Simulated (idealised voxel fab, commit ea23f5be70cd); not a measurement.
This is a process module. Its name is voxel trench capacitor.
For reference, the cross-section in this document is cut, with width 255 nm and square cells of 5 nm.
Reading order for cross-sections: top band down to bottom band. Underlying form: a grid of square cells. Band size: one or more rows of cells. Top, bottom (nm), then materials left to right with widths (nm); lone material tagged "full width" fills the whole band edge to edge; "empty" = empty space. Height 0 is the level under which the wafer as received is all one material. The lowest band goes on downwards, as in "from 0 down". Think of "30 to 40" as a width that walks from the first number to the second as you go down the band, top row to bottom row, taking equal-sized steps from row to row. The designation "no change occurred", where it is given for a processing step, indicates that no cell of the cross-section was altered in the course of that step. Entry "Closed void listing". Content: empty spaces with no open connection to the top, size 8 cells or greater. Each: width x height at distance. Distance: from left edge. Unit: nm. Text after the settings on a step's line: the simulator's own remark on that step. When a step includes a mask, the "overlay nm" setting on its line states how far to the right of its planned place that mask lay, and negative values state how far to the left.
Steps in the process plan:
step 1: op RECEIVE | material Si
step 2: op CONFORMAL_DEP | material SiN | thk nm 5
step 3: op PATTERN | tone open | mask id TRENCH | material resist | width nm 25 | pitch nm 50 | thk nm 20 | overlay nm 0
step 4: op DIRECTIONAL_ETCH | etch materials SiN | depth nm 5
step 5: op DIRECTIONAL_ETCH | etch materials Si | depth nm 30
step 6: op STRIP | etch materials resist
step 7: op CONFORMAL_DEP | material HfO2 | thk nm 5
step 8: op CONFORMAL_DEP | material TiN | thk nm 5
step 9: op FILL_DEP | material W | thk nm 10
step 10: op CMP | height nm 5
Cross-section, incoming material, after step 1:
  from 0 down  Si full width
  Closed void listing: none
End-of-module cross-section. Starting structure and process plan as above; one mistake made in running it:
  from 5 to 0  65 nm SiN, 5 nm TiN, 5 nm HfO2, 5 nm W, 5 nm HfO2, 5 nm TiN, 25 nm SiN, 5 nm TiN, 5 nm HfO2, 5 nm W, 5 nm HfO2, 5 nm TiN, 25 nm SiN, 5 nm TiN, 5 nm HfO2, 5 nm W, 5 nm HfO2, 5 nm TiN, 65 nm SiN
  from 0 to -20  65 nm Si, 5 nm TiN, 5 nm HfO2, 5 nm W, 5 nm HfO2, 5 nm TiN, 25 nm Si, 5 nm TiN, 5 nm HfO2, 5 nm W, 5 nm HfO2, 5 nm TiN, 25 nm Si, 5 nm TiN, 5 nm HfO2, 5 nm W, 5 nm HfO2, 5 nm TiN, 65 nm Si
  from -20 to -25  65 nm Si, 5 nm TiN, 15 nm HfO2, 5 nm TiN, 25 nm Si, 5 nm TiN, 15 nm HfO2, 5 nm TiN, 25 nm Si, 5 nm TiN, 15 nm HfO2, 5 nm TiN, 65 nm Si
  from -25 to -30  65 nm Si, 25 nm TiN, 25 nm Si, 25 nm TiN, 25 nm Si, 25 nm TiN, 65 nm Si
  from -30 down  Si full width
  Closed void listing: none
Want to know what went wrong? steps 7 and 8: order swapped relative to plan
